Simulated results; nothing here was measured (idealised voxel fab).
Process module in this document: voxel spacer lines
Xsec cut, 175 nm wide, square cell size 5 nm.
Think of the cross-section as a grid of square cells. We describe it in bands, top to bottom, and each band covers one or more rows of those cells.
Look at the band entry: it leads with the top's height and the bottom's height in nm. Then it lists the materials left to right, with a width in nm for each. The word "everywhere" on a single material says that material fills the band edge to edge. The word "empty" is empty space.
Zero point of the height axis is 0; under it, received wafer = one material. Lowest band: continues down indefinitely, "top 0, no bottom".
You'd read "30..40" like this: the band's top row of cells is as wide as the first number, its bottom row is as wide as the second, and going down, every row changes width by the same amount as the row before did.
"same as before" means the step left every cell of the cross-section as it was.
"Closed void listing": sealed empty spaces, 8 cells or more, no open way to top, listed width x height at distance, with distance from the left edge and width, height and distance in nm.
Past the settings on a step's line: simulator remark, on that step.
overlay nm: mask right of planned place by this much (step with mask). Neg. = left.

PROCESS STEPS FORESEEN IN THE PLAN
- 1: RECEIVE (material Si)
- 2: CONFORMAL_DEP (material Al2O3; thk nm 5)
- 3: DIRECTIONAL_DEP (material TiN; thk nm 20)
- 4: DIRECTIONAL_DEP (material aC; thk nm 30)
- 5: PATTERN (tone cover; mask id MANDREL; material resist; width nm 15; pitch nm 60; thk nm 40; overlay nm 0)
- 6: DIRECTIONAL_ETCH (etch materials aC; depth nm 30)
- 7: STRIP (etch materials resist)
- 8: CONFORMAL_DEP (material SiO2; thk nm 10)
- 9: DIRECTIONAL_ETCH (etch materials SiO2; depth nm 10)
- 10: STRIP (etch materials aC)
- 11: DIRECTIONAL_ETCH (etch materials TiN; depth nm 20)
- 12: STRIP (etch materials SiO2)
Same starting wafers, different width nm at step 5. Plan value belongs to the first wafer.

CROSS-SECTIONAL VIEW OF THE FIRST OF SEVERAL WAFERS IN THE AS-RECEIVED CONDITION, CORRESPONDING TO THE STATE FOLLOWING STEP 1
  top 0, no bottom = Si everywhere
  Closed void listing: none

TABLE: WAFERS, A ROW EACH; END-OF-MODULE CELL CHANGE PER MATERIAL SINCE RECEIPT, GAIN (+), LOSS (-); THEN CLOSED VOIDS
width nm 15, +35 Al2O3, +48 TiN, Closed void listing: none
width nm 20, +35 Al2O3, +48 TiN, Closed void listing: none
width nm 25, +35 Al2O3, +48 TiN, Closed void listing: none
